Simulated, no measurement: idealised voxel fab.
The name of this process module is voxel self aligned contacts.
Square cells of 5 nm make up the cross-section cut, whose width is 205 nm.
Throughout this document, each cross-section is represented as a grid of square cells and is presented as a sequence of bands enumerated from the top downward, where a band comprises one or more rows of cells. Read a band's entry like this: the first values are the height of its top and the height of its bottom in nm, and what follows is the sequence of materials from left to right, each with its width in nm. Note that "air" is empty space, and that a single material marked "full width" reaches across the band from edge to edge. For the purposes of this specification, 0 denotes the height below which the wafer in its as-received condition is composed wholly of one material, and the lowermost band, lacking a lower limit, extends downward without end, as expressed in "0..down". It should be noted that a width expressed as "30 to 40" varies in equal increments from row to row of cells within the band, taking the value of the first number at the top row and that of the second number at the bottom row. The designation "remained unchanged", where it is given for a processing step, indicates that no cell of the cross-section was altered in the course of that step. Basically, "Sealed internal cavities" tells you about the enclosed voids: empty spaces with no open way to the top, 8 cells or bigger, each written width x height at distance, where distance is from the left edge, all in nm. Step line, after settings: the simulator's comment on this step. Regarding "overlay nm": on a step with a mask, it is the distance the mask lay to the right of its planned place; a negative value places it to the left.

# The steps planned for the process are as follows
1) RECEIVE,material Si
2) OXIDIZE,depth nm 5
3) DIRECTIONAL_DEP,material polySi,thk nm 30
4) DIRECTIONAL_DEP,material SiN,thk nm 20
5) PATTERN,tone cover,mask id GATE,material resist,width nm 35,pitch nm 65,thk nm 20,overlay nm 0
6) DIRECTIONAL_ETCH,etch materials SiN,depth nm 20
7) DIRECTIONAL_ETCH,etch materials polySi,depth nm 30
8) STRIP,etch materials resist
9) CONFORMAL_DEP,material SiN,thk nm 5
10) DIRECTIONAL_ETCH,etch materials SiN,depth nm 5
11) FILL_DEP,material SiO2,thk nm 15
12) CMP,height nm 55
13) MASKED_ETCH,tone open,mask id CONTACT,width nm 50,pitch nm 65,etch materials SiO2,depth nm 60,overlay nm 0
14) CONFORMAL_DEP,material TiN,thk nm 5
15) FILL_DEP,material W,thk nm 5
16) CMP,height nm 55
17) CONFORMAL_DEP,material SiCN,thk nm 5

# Received-state cross-section, reflecting completion of step 1
0..down = Si full width
Sealed internal cavities: none

# Cross-section taken at module completion on the first of two wafers; processed per the plan
60..55 = SiCN full width
55..50 = SiO2 45, TiN 20, W 10, TiN 20, SiO2 15, TiN 20, W 10, TiN 20, SiO2 45
50..30 = SiO2 15, SiN 45, TiN 5, W 10, TiN 5, SiN 45, TiN 5, W 10, TiN 5, SiN 45, SiO2 15
30..0 = SiO2 15, SiN 5, polySi 35, SiN 5, TiN 5, W 10, TiN 5, SiN 5, polySi 35, SiN 5, TiN 5, W 10, TiN 5, SiN 5, polySi 35, SiN 5, SiO2 15
0..-5 = SiO2 60, TiN 20, SiO2 45, TiN 20, SiO2 60
-5..down = Si full width
Sealed internal cavities: none

# So this is wafer number two of the two, cut at the end of the module - it started where the first did and had the same plan, we just got one thing wrong running it
60..55 = SiCN full width
55..35 = SiO2 15, SiN 5, polySi 35, SiN 5, TiN 5, W 10, TiN 5, SiN 5, polySi 35, SiN 5, TiN 5, W 10, TiN 5, SiN 5, polySi 35, SiN 5, SiO2 15
35..30 = SiO2 15, SiN 5, polySi 35, SiN 5, TiN 20, SiN 5, polySi 35, SiN 5, TiN 20, SiN 5, polySi 35, SiN 5, SiO2 15
30..0 = polySi full width
0..-5 = SiO2 full width
-5..down = Si full width
Sealed internal cavities: none
The plan and the run diverged here: step 3 from the plan got run twice
Cell-count delta at end, second wafer over first, by material: SiN: 114 fewer; SiO2: 43 fewer; TiN: 40 fewer; W: 28 fewer; polySi: 225 more
